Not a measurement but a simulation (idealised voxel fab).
process module | voxel self aligned contacts
cross-section cut | 255 nm wide | cells 5 nm
A cross-section is a grid of square cells, given in bands from the top down. A band is one or more rows of cells.
Each band's line starts with the height of the band's top and of its bottom, in nm. Then come its materials from left to right, each with its width in nm. One material with "throughout" fills the band from edge to edge. "air" is empty space.
Height 0 is the level under which the wafer as received is all one material. The lowest band goes on downwards, as in "0 down".
A width such as "30 to 40" changes by the same amount from each row of cells to the next, from the band's top row to its bottom row.
"no change" after a step means that no cell of the cross-section changed.
closed voids: empty space of 8 cells or more with no open way to the top, each as width x height at its distance from the left edge, in nm
after a step's settings: what the simulator itself notes on the step
overlay nm, on a step with a mask: how far to the right of its planned place the mask lay; to the left if negative
plan
1 op RECEIVE | material Si
2 op CONFORMAL_DEP | material SiO2 | thk nm 5
3 op DIRECTIONAL_DEP | material polySi | thk nm 30
4 op DIRECTIONAL_DEP | material SiN | thk nm 25
5 op DIRECTIONAL_DEP | material aC | thk nm 15
6 op PATTERN | tone cover | mask id GATE | material resist | width nm 35 | pitch nm 75 | thk nm 35 | overlay nm 0
7 op DIRECTIONAL_ETCH | etch materials aC | depth nm 15
8 op STRIP | etch materials resist
9 op DIRECTIONAL_ETCH | etch materials SiN | depth nm 25
10 op DIRECTIONAL_ETCH | etch materials polySi | depth nm 30
11 op STRIP | etch materials aC
12 op CONFORMAL_DEP | material SiN | thk nm 10
13 op DIRECTIONAL_ETCH | etch materials SiN | depth nm 10
14 op FILL_DEP | material SiO2 | thk nm 15
15 op CMP | height nm 70
16 op MASKED_ETCH | tone open | mask id CONTACT | width nm 60 | etch materials SiO2 | depth nm 70 | overlay nm 0
17 op CONFORMAL_DEP | material TiN | thk nm 5
18 op FILL_DEP | material W | thk nm 10
19 op CMP | height nm 70
20 op CONFORMAL_DEP | material SiN | thk nm 5
as received, after step 1
  0 down: Si throughout
  closed voids: none
first wafer at the end, as planned
  75 to 70: SiN throughout
  70 to 60: SiO2 95 | TiN 5 to 25 | W 50 to 10 | TiN 5 to 25 | SiO2 100
  60 to 35: SiO2 60 | SiN 55 | TiN 5 | W 10 | TiN 5 | SiN 55 | SiO2 65
  35 to 5: SiO2 60 | SiN 10 | polySi 35 | SiN 10 | TiN 5 | W 10 | TiN 5 | SiN 10 | polySi 35 | SiN 10 | SiO2 65
  5 to 0: SiO2 115 | TiN 20 | SiO2 120
  0 down: Si throughout
  closed voids: none
second wafer at the end: like start, like plan, one mistake
  75 to 70: SiN throughout
  70 to 60: SiO2 95 | TiN 5 to 25 | W 50 to 10 | TiN 5 to 25 | SiO2 100
  60 to 35: SiO2 60 | SiN 55 | TiN 5 | W 10 | TiN 5 | SiN 55 | SiO2 65
  35 to 30: SiO2 115 | TiN 20 | SiO2 120
  30 to 0: polySi throughout
  0 down: Si throughout
  closed voids: none
what went wrong: steps 2 and 3 were swapped
at the end the second wafer has, in cells: 48 fewer of SiN | 150 fewer of SiO2 | 12 fewer of TiN | 12 fewer of W | 222 more of polySi
